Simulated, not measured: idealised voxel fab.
Module name: voxel capacitor over wiring (process module)
The figure presents cross-section cut, which has a width of 180 nm and is divided into square cells with an edge length of 5 nm.
Heads up, the way a cross-section reads in here is a grid of square cells, handed over as bands from the top down, with every band being one or more rows of cells.
Per band: top height and bottom height in nm, followed by the left-to-right materials and their widths in nm; "full width" marks a single material spanning edge to edge, "empty" marks empty space.
Ref level 0: as-received wafer is one material below here. Bottom band extends down with no lower bound ("0 and below").
The expression "30 to 40" gives the width at the extremes of the band, the first number at its top row of cells and the second at its bottom row, with the width changing by equal amounts from each row to the next in between.
What does "all unchanged" mean for a step? It means no cell of the cross-section changed in that step.
This entry, "Closed void listing", enumerates those empty regions of no fewer than 8 cells that possess no open connection to the top. Each region is reported in the form width x height at distance, the distance being taken from the left edge, with all three quantities expressed in nm.
It should be noted that, on the line of a given step, the content following the step's settings is a remark produced by the simulator itself with respect to that step.
The setting "overlay nm" may be written on the line of a step. When the step uses a mask, the value reports how far to the right of the planned place the mask lay, and a negative value reports that it lay to the left.
Reading guide: pairs of cross-sections, before and after one process step; after view cut off at lowest changed band; step and settings listed under each pair. Pairs may stem from different runs of this module on the same starting wafer; continuity with the pair above only where the "Before the step" entry states it.
-- Before the step
> 115 down to 95 | empty 45  resist 70  empty 65
> 95 down to 85 | empty 45  aC 70  empty 65
> 85 down to 75 | TiN full width
> 75 down to 70 | Al2O3 full width
> 70 down to 60 | TiN full width
> 60 down to 40 | lowk 45  TiN 5  Cu 5  TiN 5  lowk 120
> 40 down to 35 | SiCN 45  TiN 15  SiCN 120
> 35 down to 30 | SiCN 35  Ru 30  SiCN 50  Ru 30  SiCN 35
> 30 down to 15 | lowk 40  TiN 5  W 10  TiN 5  lowk 60  TiN 5  W 10  TiN 5  lowk 40
> 15 down to 10 | SiN 40  TiN 20  SiN 60  TiN 20  SiN 40
> 10 down to 0 | SiO2 full width
> 0 and below | Si full width
> Closed void listing: none
-- Resultant Cross-Section
> 95 down to 85 | empty 45  aC 70  empty 65
> Everything under 85 stays put, no change at all.
> Closed void listing: none
Name the step between the before and after sections above: STRIP: etch materials resist
Before the step: as shown after the step in the preceding pair, directly above.
-- Resultant Cross-Section
> 95 down to 85 | empty 45  aC 70  empty 65
> 85 down to 75 | empty 45  TiN 70  empty 65
> Everything under 75 stays put, no change at all.
> Closed void listing: none
Name the step between the before and after sections above: DIRECTIONAL_ETCH: etch materials TiN, depth nm 10
Before the step: as shown after the step in the preceding pair, directly above.
-- Resultant Cross-Section
> 95 down to 85 | empty 45  aC 70  empty 65
> 85 down to 75 | empty 45  TiN 70  empty 65
> 75 down to 70 | empty 45  Al2O3 70  empty 65
> Everything under 70 stays put, no change at all.
> Closed void listing: none
Name the step between the before and after sections above: DIRECTIONAL_ETCH: etch materials Al2O3, depth nm 5
Before the step: as shown after the step in the preceding pair, directly above.
-- Resultant Cross-Section
> 85 down to 75 | empty 45  TiN 70  empty 65
> Everything under 75 stays put, no change at all.
> Closed void listing: none
Name the step between the before and after sections above: STRIP: etch materials aC
Before the step: as shown after the step in the preceding pair, directly above.
-- Resultant Cross-Section
> 100 down to 85 | empty 45  aC 70  empty 65
> 85 down to 75 | aC 45  TiN 70  aC 65
> 75 down to 70 | aC 45  Al2O3 70  aC 65
> Everything under 70 stays put, no change at all.
> Closed void listing: none
Name the step between the before and after sections above: DIRECTIONAL_DEP: material aC, thk nm 15
Before the step: as shown after the step in the preceding pair, directly above.
-- Resultant Cross-Section
> 130 down to 100 | empty 40  resist 75  empty 65
> 100 down to 85 | empty 40  resist 5  aC 70  empty 65
> Everything under 85 stays put, no change at all.
> Closed void listing: none
Name the step between the before and after sections above: PATTERN: tone cover, mask id LOWER_PLATE, material resist, width nm 75, thk nm 30, overlay nm 0
Before the step: as shown after the step in the preceding pair, directly above.
-- Resultant Cross-Section
> 115 down to 100 | empty 40  resist 75  empty 65
> 100 down to 85 | empty 40  resist 5  aC 70  empty 65
> 85 down to 75 | empty 40  aC 5  TiN 70  empty 65
> 75 down to 70 | empty 40  aC 5  Al2O3 70  empty 65
> Everything under 70 stays put, no change at all.
> Closed void listing: none
Name the step between the before and after sections above: DIRECTIONAL_ETCH: etch materials aC, depth nm 15
Before the step: as shown after the step in the preceding pair, directly above.
-- Resultant Cross-Section
> 100 down to 85 | empty 45  aC 70  empty 65
> Everything under 85 stays put, no change at all.
> Closed void listing: none
Name the step between the before and after sections above: STRIP: etch materials resist
Before the step: as shown after the step in the preceding pair, directly above.
-- Resultant Cross-Section
> 100 down to 85 | empty 45  aC 70  empty 65
> 85 down to 75 | empty 40  aC 5  TiN 70  empty 65
> 75 down to 70 | empty 40  aC 5  Al2O3 70  empty 65
> 70 down to 60 | empty 40  TiN 75  empty 65
> Everything under 60 stays put, no change at all.
> Closed void listing: none
Name the step between the before and after sections above: DIRECTIONAL_ETCH: etch materials TiN, depth nm 10
Before the step: as shown after the step in the preceding pair, directly above.
-- Resultant Cross-Section
> 85 down to 75 | empty 45  TiN 70  empty 65
> 75 down to 70 | empty 45  Al2O3 70  empty 65
> Everything under 70 stays put, no change at all.
> Closed void listing: none
Name the step between the before and after sections above: STRIP: etch materials aC
Before the step: as shown after the step in the preceding pair, directly above.
-- Resultant Cross-Section
> 100 down to 85 | SiO2 full width
> 85 down to 75 | SiO2 45  TiN 70  SiO2 65
> 75 down to 70 | SiO2 45  Al2O3 70  SiO2 65
> 70 down to 60 | SiO2 40  TiN 75  SiO2 65
> Everything under 60 stays put, no change at all.
> Closed void listing: none
Name the step between the before and after sections above: FILL_DEP: material SiO2, thk nm 15
Before the step: as shown after the step in the preceding pair, directly above.
-- Resultant Cross-Section
> 95 down to 85 | SiO2 full width
> Everything under 85 stays put, no change at all.
> Closed void listing: none
Name the step between the before and after sections above: CMP: height nm 95
Before the step: as shown after the step in the preceding pair, directly above.
-- Resultant Cross-Section
> 95 down to 85 | SiO2 55  empty 15  SiO2 110
> Everything under 85 stays put, no change at all.
> Closed void listing: none
Name the step between the before and after sections above: MASKED_ETCH: tone open, mask id PLUG_2, width nm 15, etch materials SiO2, depth nm 10, overlay nm 0
Before the step: as shown after the step in the preceding pair, directly above.
-- Resultant Cross-Section
> 100 down to 95 | TiN 60  empty 5  TiN 115
> 95 down to 90 | SiO2 55  TiN 5  empty 5  TiN 5  SiO2 110
> 90 down to 85 | SiO2 55  TiN 15  SiO2 110
> Everything under 85 stays put, no change at all.
> Closed void listing: none
Name the step between the before and after sections above: CONFORMAL_DEP: material TiN, thk nm 5
Before the step: as shown after the step in the preceding pair, directly above.
-- Resultant Cross-Section
> 110 down to 100 | W full width
> 100 down to 95 | TiN 60  W 5  TiN 115
> 95 down to 90 | SiO2 55  TiN 5  W 5  TiN 5  SiO2 110
> Everything under 90 stays put, no change at all.
> Closed void listing: none
Name the step between the before and after sections above: FILL_DEP: material W, thk nm 10
Before the step: as shown after the step in the preceding pair, directly above.
-- Resultant Cross-Section
> 95 down to 90 | SiO2 55  TiN 5  W 5  TiN 5  SiO2 110
> Everything under 90 stays put, no change at all.
> Closed void listing: none
Name the step between the before and after sections above: CMP: height nm 95
Before the step: as shown after the step in the preceding pair, directly above.
-- Resultant Cross-Section
> 100 down to 95 | SiCN full width
> Everything under 95 stays put, no change at all.
> Closed void listing: none
Name the step between the before and after sections above: CONFORMAL_DEP: material SiCN, thk nm 5
-- Before the step
> 95 down to 85 | SiO2 full width
> 85 down to 75 | SiO2 45  TiN 65  SiO2 70
> 75 down to 70 | SiO2 45  Al2O3 65  SiO2 70
> 70 down to 60 | SiO2 40  TiN 75  SiO2 65
> 60 down to 40 | lowk 45  TiN 5  Cu 5  TiN 5  lowk 120
> 40 down to 35 | SiCN 45  TiN 15  SiCN 120
> 35 down to 30 | SiCN 35  Ru 30  SiCN 50  Ru 30  SiCN 35
> 30 down to 15 | lowk 40  TiN 5  W 10  TiN 5  lowk 60  TiN 5  W 10  TiN 5  lowk 40
> 15 down to 10 | SiN 40  TiN 20  SiN 60  TiN 20  SiN 40
> 10 down to 0 | SiO2 full width
> 0 and below | Si full width
> Closed void listing: none
-- Resultant Cross-Section
> 95 down to 85 | SiO2 50  empty 15  SiO2 115
> Everything under 85 stays put, no change at all.
> Closed void listing: none
Name the step between the before and after sections above: MASKED_ETCH: tone open, mask id PLUG_2, width nm 15, etch materials SiO2, depth nm 10, overlay nm -5
Before the step: as shown after the step in the preceding pair, directly above.
-- Resultant Cross-Section
> 100 down to 95 | TiN 55  empty 5  TiN 120
> 95 down to 90 | SiO2 50  TiN 5  empty 5  TiN 5  SiO2 115
> 90 down to 85 | SiO2 50  TiN 15  SiO2 115
> Everything under 85 stays put, no change at all.
> Closed void listing: none
Name the step between the before and after sections above: CONFORMAL_DEP: material TiN, thk nm 5
Before the step: as shown after the step in the preceding pair, directly above.
-- Resultant Cross-Section
> 110 down to 100 | W full width
> 100 down to 95 | TiN 55  W 5  TiN 120
> 95 down to 90 | SiO2 50  TiN 5  W 5  TiN 5  SiO2 115
> Everything under 90 stays put, no change at all.
> Closed void listing: none
Name the step between the before and after sections above: FILL_DEP: material W, thk nm 10
Before the step: as shown after the step in the preceding pair, directly above.
-- Resultant Cross-Section
> 95 down to 90 | SiO2 50  TiN 5  W 5  TiN 5  SiO2 115
> Everything under 90 stays put, no change at all.
> Closed void listing: none
Name the step between the before and after sections above: CMP: height nm 95
Before the step: as shown after the step in the preceding pair, directly above.
-- Resultant Cross-Section
> 100 down to 95 | SiCN full width
> Everything under 95 stays put, no change at all.
> Closed void listing: none
Name the step between the before and after sections above: CONFORMAL_DEP: material SiCN, thk nm 5
-- Before the step
> 10 down to 0 | SiO2 full width
> 0 and below | Si full width
> Closed void listing: none
-- Resultant Cross-Section
> 15 down to 10 | Cu full width
> Everything under 10 stays put, no change at all.
> Closed void listing: none
Name the step between the before and after sections above: CONFORMAL_DEP: material Cu, thk nm 5
Before the step: as shown after the step in the preceding pair, directly above.
-- Resultant Cross-Section
> 30 down to 15 | lowk full width
> Everything under 15 stays put, no change at all.
> Closed void listing: none
Name the step between the before and after sections above: DIRECTIONAL_DEP: material lowk, thk nm 15
Before the step: as shown after the step in the preceding pair, directly above.
-- Resultant Cross-Section
> 40 down to 30 | aC full width
> Everything under 30 stays put, no change at all.
> Closed void listing: none
Name the step between the before and after sections above: DIRECTIONAL_DEP: material aC, thk nm 10
Before the step: as shown after the step in the preceding pair, directly above.
-- Resultant Cross-Section
> 70 down to 40 | resist 40  empty 20  resist 60  empty 20  resist 40
> Everything under 40 stays put, no change at all.
> Closed void listing: none
Name the step between the before and after sections above: PATTERN: tone open, mask id METAL_1, material resist, width nm 20, pitch nm 80, thk nm 30, overlay nm 0
Before the step: as shown after the step in the preceding pair, directly above.
-- Resultant Cross-Section
> 60 down to 40 | resist 40  empty 20  resist 60  empty 20  resist 40
> 40 down to 30 | aC 40  empty 20  aC 60  empty 20  aC 40
> Everything under 30 stays put, no change at all.
> Closed void listing: none
Name the step between the before and after sections above: DIRECTIONAL_ETCH: etch materials aC, depth nm 10
Before the step: as shown after the step in the preceding pair, directly above.
-- Resultant Cross-Section
> 40 down to 30 | aC 40  empty 20  aC 60  empty 20  aC 40
> Everything under 30 stays put, no change at all.
> Closed void listing: none
Name the step between the before and after sections above: STRIP: etch materials resist
Before the step: as shown after the step in the preceding pair, directly above.
-- Resultant Cross-Section
> 40 down to 30 | aC 40  empty 20  aC 60  empty 20  aC 40
> 30 down to 15 | lowk 40  empty 20  lowk 60  empty 20  lowk 40
> Everything under 15 stays put, no change at all.
> Closed void listing: none
Name the step between the before and after sections above: DIRECTIONAL_ETCH: etch materials lowk, depth nm 15
Before the step: as shown after the step in the preceding pair, directly above.
-- Resultant Cross-Section
> 30 down to 15 | lowk 40  empty 20  lowk 60  empty 20  lowk 40
> Everything under 15 stays put, no change at all.
> Closed void listing: none
Name the step between the before and after sections above: STRIP: etch materials aC
Before the step: as shown after the step in the preceding pair, directly above.
-- Resultant Cross-Section
> 35 down to 30 | TiN 45  empty 10  TiN 70  empty 10  TiN 45
> 30 down to 20 | lowk 40  TiN 5  empty 10  TiN 5  lowk 60  TiN 5  empty 10  TiN 5  lowk 40
> 20 down to 15 | lowk 40  TiN 20  lowk 60  TiN 20  lowk 40
> Everything under 15 stays put, no change at all.
> Closed void listing: none
Name the step between the before and after sections above: CONFORMAL_DEP: material TiN, thk nm 5
Before the step: as shown after the step in the preceding pair, directly above.
-- Resultant Cross-Section
> 45 down to 35 | W full width
> 35 down to 30 | TiN 45  W 10  TiN 70  W 10  TiN 45
> 30 down to 20 | lowk 40  TiN 5  W 10  TiN 5  lowk 60  TiN 5  W 10  TiN 5  lowk 40
> Everything under 20 stays put, no change at all.
> Closed void listing: none
Name the step between the before and after sections above: FILL_DEP: material W, thk nm 10
Before the step: as shown after the step in the preceding pair, directly above.
-- Resultant Cross-Section
> 30 down to 20 | lowk 40  TiN 5  W 10  TiN 5  lowk 60  TiN 5  W 10  TiN 5  lowk 40
> Everything under 20 stays put, no change at all.
> Closed void listing: none
Name the step between the before and after sections above: CMP: height nm 30
Before the step: as shown after the step in the preceding pair, directly above.
-- Resultant Cross-Section
> 35 down to 30 | empty 35  Ru 30  empty 50  Ru 30  empty 35
> Everything under 30 stays put, no change at all.
> Closed void listing: none
Name the step between the before and after sections above: EPI: material Ru, thk nm 5
Before the step: as shown after the step in the preceding pair, directly above.
-- Resultant Cross-Section
> 40 down to 35 | SiCN full width
> 35 down to 30 | SiCN 35  Ru 30  SiCN 50  Ru 30  SiCN 35
> Everything under 30 stays put, no change at all.
> Closed void listing: none
Name the step between the before and after sections above: FILL_DEP: material SiCN, thk nm 5
Before the step: as shown after the step in the preceding pair, directly above.
-- Resultant Cross-Section
> 60 down to 40 | lowk full width
> Everything under 40 stays put, no change at all.
> Closed void listing: none
Name the step between the before and after sections above: DIRECTIONAL_DEP: material lowk, thk nm 20
Before the step: as shown after the step in the preceding pair, directly above.
-- Resultant Cross-Section
> 60 down to 40 | lowk 45  empty 15  lowk 120
> Everything under 40 stays put, no change at all.
> Closed void listing: none
Name the step between the before and after sections above: MASKED_ETCH: tone open, mask id PLUG_1, width nm 15, etch materials lowk, depth nm 20, overlay nm 0
Before the step: as shown after the step in the preceding pair, directly above.
-- Resultant Cross-Section
> 60 down to 40 | lowk 45  empty 15  lowk 120
> 40 down to 35 | SiCN 45  empty 15  SiCN 120
> Everything under 35 stays put, no change at all.
> Closed void listing: none
Name the step between the before and after sections above: MASKED_ETCH: tone open, mask id PLUG_1, width nm 15, etch materials SiCN, depth nm 5, overlay nm 0
Before the step: as shown after the step in the preceding pair, directly above.
-- Resultant Cross-Section
> 65 down to 60 | TiN 50  empty 5  TiN 125
> 60 down to 40 | lowk 45  TiN 5  empty 5  TiN 5  lowk 120
> 40 down to 35 | SiCN 45  TiN 15  SiCN 120
> Everything under 35 stays put, no change at all.
> Closed void listing: none
Name the step between the before and after sections above: CONFORMAL_DEP: material TiN, thk nm 5
Before the step: as shown after the step in the preceding pair, directly above.
-- Resultant Cross-Section
> 75 down to 65 | Cu full width
> 65 down to 60 | TiN 50  Cu 5  TiN 125
> 60 down to 40 | lowk 45  TiN 5  Cu 5  TiN 5  lowk 120
> Everything under 40 stays put, no change at all.
> Closed void listing: none
Name the step between the before and after sections above: FILL_DEP: material Cu, thk nm 10
Before the step: as shown after the step in the preceding pair, directly above.
-- Resultant Cross-Section
> 60 down to 40 | lowk 45  TiN 5  Cu 5  TiN 5  lowk 120
> Everything under 40 stays put, no change at all.
> Closed void listing: none
Name the step between the before and after sections above: CMP: height nm 60
Before the step: as shown after the step in the preceding pair, directly above.
-- Resultant Cross-Section
> 70 down to 60 | TiN full width
> Everything under 60 stays put, no change at all.
> Closed void listing: none
Name the step between the before and after sections above: DIRECTIONAL_DEP: material TiN, thk nm 10
Before the step: as shown after the step in the preceding pair, directly above.
-- Resultant Cross-Section
> 75 down to 70 | Al2O3 full width
> Everything under 70 stays put, no change at all.
> Closed void listing: none
Name the step between the before and after sections above: DIRECTIONAL_DEP: material Al2O3, thk nm 5
Before the step: as shown after the step in the preceding pair, directly above.
-- Resultant Cross-Section
> 85 down to 75 | TiN full width
> Everything under 75 stays put, no change at all.
> Closed void listing: none
Name the step between the before and after sections above: DIRECTIONAL_DEP: material TiN, thk nm 10
Before the step: as shown after the step in the preceding pair, directly above.
-- Resultant Cross-Section
> 95 down to 85 | aC full width
> Everything under 85 stays put, no change at all.
> Closed void listing: none
Name the step between the before and after sections above: DIRECTIONAL_DEP: material aC, thk nm 10
Before the step: as shown after the step in the preceding pair, directly above.
-- Resultant Cross-Section
> 125 down to 95 | empty 45  resist 65  empty 70
> Everything under 95 stays put, no change at all.
> Closed void listing: none
Name the step between the before and after sections above: PATTERN: tone cover, mask id UPPER_PLATE, material resist, width nm 65, thk nm 30, overlay nm 0
Before the step: as shown after the step in the preceding pair, directly above.
-- Resultant Cross-Section
> 115 down to 95 | empty 45  resist 65  empty 70
> 95 down to 85 | empty 45  aC 65  empty 70
> Everything under 85 stays put, no change at all.
> Closed void listing: none
Name the step between the before and after sections above: DIRECTIONAL_ETCH: etch materials aC, depth nm 10
Before the step: as shown after the step in the preceding pair, directly above.
-- Resultant Cross-Section
> 95 down to 85 | empty 45  aC 65  empty 70
> Everything under 85 stays put, no change at all.
> Closed void listing: none
Name the step between the before and after sections above: STRIP: etch materials resist
Before the step: as shown after the step in the preceding pair, directly above.
-- Resultant Cross-Section
> 95 down to 85 | empty 45  aC 65  empty 70
> 85 down to 75 | empty 45  TiN 65  empty 70
> Everything under 75 stays put, no change at all.
> Closed void listing: none
Name the step between the before and after sections above: DIRECTIONAL_ETCH: etch materials TiN, depth nm 10
Before the step: as shown after the step in the preceding pair, directly above.
-- Resultant Cross-Section
> 95 down to 85 | empty 45  aC 65  empty 70
> 85 down to 75 | empty 45  TiN 65  empty 70
> 75 down to 70 | empty 45  Al2O3 65  empty 70
> Everything under 70 stays put, no change at all.
> Closed void listing: none
Name the step between the before and after sections above: DIRECTIONAL_ETCH: etch materials Al2O3, depth nm 5
Before the step: as shown after the step in the preceding pair, directly above.
-- Resultant Cross-Section
> 85 down to 75 | empty 45  TiN 65  empty 70
> Everything under 75 stays put, no change at all.
> Closed void listing: none
Name the step between the before and after sections above: STRIP: etch materials aC
Before the step: as shown after the step in the preceding pair, directly above.
-- Resultant Cross-Section
> 100 down to 85 | empty 45  aC 65  empty 70
> 85 down to 75 | aC 45  TiN 65  aC 70
> 75 down to 70 | aC 45  Al2O3 65  aC 70
> Everything under 70 stays put, no change at all.
> Closed void listing: none
Name the step between the before and after sections above: DIRECTIONAL_DEP: material aC, thk nm 15
Before the step: as shown after the step in the preceding pair, directly above.
-- Resultant Cross-Section
> 130 down to 100 | empty 40  resist 75  empty 65
> 100 down to 85 | empty 40  resist 5  aC 65  resist 5  empty 65
> Everything under 85 stays put, no change at all.
> Closed void listing: none
Name the step between the before and after sections above: PATTERN: tone cover, mask id LOWER_PLATE, material resist, width nm 75, thk nm 30, overlay nm 0
Before the step: as shown after the step in the preceding pair, directly above.
-- Resultant Cross-Section
> 115 down to 100 | empty 40  resist 75  empty 65
> 100 down to 85 | empty 40  resist 5  aC 65  resist 5  empty 65
> 85 down to 75 | empty 40  aC 5  TiN 65  aC 5  empty 65
> 75 down to 70 | empty 40  aC 5  Al2O3 65  aC 5  empty 65
> Everything under 70 stays put, no change at all.
> Closed void listing: none
Name the step between the before and after sections above: DIRECTIONAL_ETCH: etch materials aC, depth nm 15
Before the step: as shown after the step in the preceding pair, directly above.
-- Resultant Cross-Section
> 100 down to 85 | empty 45  aC 65  empty 70
> Everything under 85 stays put, no change at all.
> Closed void listing: none
Name the step between the before and after sections above: STRIP: etch materials resist
Before the step: as shown after the step in the preceding pair, directly above.
-- Resultant Cross-Section
> 100 down to 85 | empty 45  aC 65  empty 70
> 85 down to 75 | empty 40  aC 5  TiN 65  aC 5  empty 65
> 75 down to 70 | empty 40  aC 5  Al2O3 65  aC 5  empty 65
> 70 down to 60 | empty 40  TiN 75  empty 65
> Everything under 60 stays put, no change at all.
> Closed void listing: none
Name the step between the before and after sections above: DIRECTIONAL_ETCH: etch materials TiN, depth nm 10
Before the step: as shown after the step in the preceding pair, directly above.
-- Resultant Cross-Section
> 85 down to 75 | empty 45  TiN 65  empty 70
> 75 down to 70 | empty 45  Al2O3 65  empty 70
> Everything under 70 stays put, no change at all.
> Closed void listing: none
Name the step between the before and after sections above: STRIP: etch materials aC
Before the step: as shown after the step in the preceding pair, directly above.
-- Resultant Cross-Section
> 100 down to 85 | SiO2 full width
> 85 down to 75 | SiO2 45  TiN 65  SiO2 70
> 75 down to 70 | SiO2 45  Al2O3 65  SiO2 70
> 70 down to 60 | SiO2 40  TiN 75  SiO2 65
> Everything under 60 stays put, no change at all.
> Closed void listing: none
Name the step between the before and after sections above: FILL_DEP: material SiO2, thk nm 15
Before the step: as shown after the step in the preceding pair, directly above.
-- Resultant Cross-Section
> 95 down to 85 | SiO2 full width
> Everything under 85 stays put, no change at all.
> Closed void listing: none
Name the step between the before and after sections above: CMP: height nm 95
Before the step: as shown after the step in the preceding pair, directly above.
-- Resultant Cross-Section
> 95 down to 85 | SiO2 55  empty 15  SiO2 110
> Everything under 85 stays put, no change at all.
> Closed void listing: none
Name the step between the before and after sections above: MASKED_ETCH: tone open, mask id PLUG_2, width nm 15, etch materials SiO2, depth nm 10, overlay nm 0
Before the step: as shown after the step in the preceding pair, directly above.
-- Resultant Cross-Section
> 100 down to 95 | TiN 60  empty 5  TiN 115
> 95 down to 90 | SiO2 55  TiN 5  empty 5  TiN 5  SiO2 110
> 90 down to 85 | SiO2 55  TiN 15  SiO2 110
> Everything under 85 stays put, no change at all.
> Closed void listing: none
Name the step between the before and after sections above: CONFORMAL_DEP: material TiN, thk nm 5
Before the step: as shown after the step in the preceding pair, directly above.
-- Resultant Cross-Section
> 110 down to 100 | W full width
> 100 down to 95 | TiN 60  W 5  TiN 115
> 95 down to 90 | SiO2 55  TiN 5  W 5  TiN 5  SiO2 110
> Everything under 90 stays put, no change at all.
> Closed void listing: none
Name the step between the before and after sections above: FILL_DEP: material W, thk nm 10
Before the step: as shown after the step in the preceding pair, directly above.
-- Resultant Cross-Section
> 95 down to 90 | SiO2 55  TiN 5  W 5  TiN 5  SiO2 110
> Everything under 90 stays put, no change at all.
> Closed void listing: none
Name the step between the before and after sections above: CMP: height nm 95
Before the step: as shown after the step in the preceding pair, directly above.
-- Resultant Cross-Section
> 100 down to 95 | SiCN full width
> Everything under 95 stays put, no change at all.
> Closed void listing: none
Name the step between the before and after sections above: CONFORMAL_DEP: material SiCN, thk nm 5
-- Before the step
> 40 down to 30 | aC full width
> 30 down to 15 | lowk full width
> 15 down to 10 | SiN full width
> 10 down to 0 | SiO2 full width
> 0 and below | Si full width
> Closed void listing: none
-- Resultant Cross-Section
> 70 down to 40 | empty 40  resist 20  empty 60  resist 20  empty 40
> Everything under 40 stays put, no change at all.
> Closed void listing: none
Name the step between the before and after sections above: PATTERN: tone cover, mask id METAL_1, material resist, width nm 20, pitch nm 80, thk nm 30, overlay nm 0
Before the step: as shown after the step in the preceding pair, directly above.
-- Resultant Cross-Section
> 60 down to 40 | empty 40  resist 20  empty 60  resist 20  empty 40
> 40 down to 30 | empty 40  aC 20  empty 60  aC 20  empty 40
> Everything under 30 stays put, no change at all.
> Closed void listing: none
Name the step between the before and after sections above: DIRECTIONAL_ETCH: etch materials aC, depth nm 10
Before the step: as shown after the step in the preceding pair, directly above.
-- Resultant Cross-Section
> 40 down to 30 | empty 40  aC 20  empty 60  aC 20  empty 40
> Everything under 30 stays put, no change at all.
> Closed void listing: none
Name the step between the before and after sections above: STRIP: etch materials resist
Before the step: as shown after the step in the preceding pair, directly above.
-- Resultant Cross-Section
> 40 down to 30 | empty 40  aC 20  empty 60  aC 20  empty 40
> 30 down to 15 | empty 40  lowk 20  empty 60  lowk 20  empty 40
> Everything under 15 stays put, no change at all.
> Closed void listing: none
Name the step between the before and after sections above: DIRECTIONAL_ETCH: etch materials lowk, depth nm 15
Before the step: as shown after the step in the preceding pair, directly above.
-- Resultant Cross-Section
> 40 down to 30 | empty 40  aC 20  empty 60  aC 20  empty 40
> 30 down to 15 | empty 40  lowk 20  empty 60  lowk 20  empty 40
> 15 down to 10 | empty 40  SiN 20  empty 60  SiN 20  empty 40
> Everything under 10 stays put, no change at all.
> Closed void listing: none
Name the step between the before and after sections above: DIRECTIONAL_ETCH: etch materials SiN, depth nm 5
Before the step: as shown after the step in the preceding pair, directly above.
-- Resultant Cross-Section
> 30 down to 15 | empty 40  lowk 20  empty 60  lowk 20  empty 40
> Everything under 15 stays put, no change at all.
> Closed void listing: none
Name the step between the before and after sections above: STRIP: etch materials aC
Before the step: as shown after the step in the preceding pair, directly above.
-- Resultant Cross-Section
> 35 down to 30 | empty 35  TiN 30  empty 50  TiN 30  empty 35
> 30 down to 15 | empty 35  TiN 5  lowk 20  TiN 5  empty 50  TiN 5  lowk 20  TiN 5  empty 35
> 15 down to 10 | TiN 40  SiN 20  TiN 60  SiN 20  TiN 40
> Everything under 10 stays put, no change at all.
> Closed void listing: none
Name the step between the before and after sections above: CONFORMAL_DEP: material TiN, thk nm 5
Before the step: as shown after the step in the preceding pair, directly above.
-- Resultant Cross-Section
> 45 down to 35 | W full width
> 35 down to 30 | W 35  TiN 30  W 50  TiN 30  W 35
> 30 down to 15 | W 35  TiN 5  lowk 20  TiN 5  W 50  TiN 5  lowk 20  TiN 5  W 35
> Everything under 15 stays put, no change at all.
> Closed void listing: none
Name the step between the before and after sections above: FILL_DEP: material W, thk nm 10
Before the step: as shown after the step in the preceding pair, directly above.
-- Resultant Cross-Section
> 30 down to 15 | W 35  TiN 5  lowk 20  TiN 5  W 50  TiN 5  lowk 20  TiN 5  W 35
> Everything under 15 stays put, no change at all.
> Closed void listing: none
Name the step between the before and after sections above: CMP: height nm 30
Before the step: as shown after the step in the preceding pair, directly above.
-- Resultant Cross-Section
> 35 down to 30 | Ru 45  empty 10  Ru 70  empty 10  Ru 45
> Everything under 30 stays put, no change at all.
> Closed void listing: none
Name the step between the before and after sections above: EPI: material Ru, thk nm 5
Before the step: as shown after the step in the preceding pair, directly above.
-- Resultant Cross-Section
> 40 down to 35 | SiCN full width
> 35 down to 30 | Ru 45  SiCN 10  Ru 70  SiCN 10  Ru 45
> Everything under 30 stays put, no change at all.
> Closed void listing: none
Name the step between the before and after sections above: FILL_DEP: material SiCN, thk nm 5
Before the step: as shown after the step in the preceding pair, directly above.
-- Resultant Cross-Section
> 60 down to 40 | lowk full width
> Everything under 40 stays put, no change at all.
> Closed void listing: none
Name the step between the before and after sections above: DIRECTIONAL_DEP: material lowk, thk nm 20
Before the step: as shown after the step in the preceding pair, directly above.
-- Resultant Cross-Section
> 60 down to 40 | lowk 45  empty 15  lowk 120
> Everything under 40 stays put, no change at all.
> Closed void listing: none
Name the step between the before and after sections above: MASKED_ETCH: tone open, mask id PLUG_1, width nm 15, etch materials lowk, depth nm 20, overlay nm 0
Before the step: as shown after the step in the preceding pair, directly above.
-- Resultant Cross-Section
> 60 down to 40 | lowk 45  empty 15  lowk 120
> 40 down to 35 | SiCN 45  empty 15  SiCN 120
> Everything under 35 stays put, no change at all.
> Closed void listing: none
Name the step between the before and after sections above: MASKED_ETCH: tone open, mask id PLUG_1, width nm 15, etch materials SiCN, depth nm 5, overlay nm 0
Before the step: as shown after the step in the preceding pair, directly above.
-- Resultant Cross-Section
> 65 down to 60 | TiN 50  empty 5  TiN 125
> 60 down to 40 | lowk 45  TiN 5  empty 5  TiN 5  lowk 120
> 40 down to 35 | SiCN 45  TiN 15  SiCN 120
> Everything under 35 stays put, no change at all.
> Closed void listing: none
Name the step between the before and after sections above: CONFORMAL_DEP: material TiN, thk nm 5
Before the step: as shown after the step in the preceding pair, directly above.
-- Resultant Cross-Section
> 75 down to 65 | Cu full width
> 65 down to 60 | TiN 50  Cu 5  TiN 125
> 60 down to 40 | lowk 45  TiN 5  Cu 5  TiN 5  lowk 120
> Everything under 40 stays put, no change at all.
> Closed void listing: none
Name the step between the before and after sections above: FILL_DEP: material Cu, thk nm 10
Before the step: as shown after the step in the preceding pair, directly above.
-- Resultant Cross-Section
> 60 down to 40 | lowk 45  TiN 5  Cu 5  TiN 5  lowk 120
> Everything under 40 stays put, no change at all.
> Closed void listing: none
Name the step between the before and after sections above: CMP: height nm 60
Before the step: as shown after the step in the preceding pair, directly above.
-- Resultant Cross-Section
> 70 down to 60 | TiN full width
> Everything under 60 stays put, no change at all.
> Closed void listing: none
Name the step between the before and after sections above: DIRECTIONAL_DEP: material TiN, thk nm 10
Before the step: as shown after the step in the preceding pair, directly above.
-- Resultant Cross-Section
> 75 down to 70 | Al2O3 full width
> Everything under 70 stays put, no change at all.
> Closed void listing: none
Name the step between the before and after sections above: DIRECTIONAL_DEP: material Al2O3, thk nm 5
Before the step: as shown after the step in the preceding pair, directly above.
-- Resultant Cross-Section
> 85 down to 75 | TiN full width
> Everything under 75 stays put, no change at all.
> Closed void listing: none
Name the step between the before and after sections above: DIRECTIONAL_DEP: material TiN, thk nm 10
Before the step: as shown after the step in the preceding pair, directly above.
-- Resultant Cross-Section
> 95 down to 85 | aC full width
> Everything under 85 stays put, no change at all.
> Closed void listing: none
Name the step between the before and after sections above: DIRECTIONAL_DEP: material aC, thk nm 10
Before the step: as shown after the step in the preceding pair, directly above.
-- Resultant Cross-Section
> 125 down to 95 | empty 45  resist 65  empty 70
> Everything under 95 stays put, no change at all.
> Closed void listing: none
Name the step between the before and after sections above: PATTERN: tone cover, mask id UPPER_PLATE, material resist, width nm 65, thk nm 30, overlay nm 0
Before the step: as shown after the step in the preceding pair, directly above.
-- Resultant Cross-Section
> 115 down to 95 | empty 45  resist 65  empty 70
> 95 down to 85 | empty 45  aC 65  empty 70
> Everything under 85 stays put, no change at all.
> Closed void listing: none
Name the step between the before and after sections above: DIRECTIONAL_ETCH: etch materials aC, depth nm 10
Before the step: as shown after the step in the preceding pair, directly above.
-- Resultant Cross-Section
> 95 down to 85 | empty 45  aC 65  empty 70
> Everything under 85 stays put, no change at all.
> Closed void listing: none
Name the step between the before and after sections above: STRIP: etch materials resist
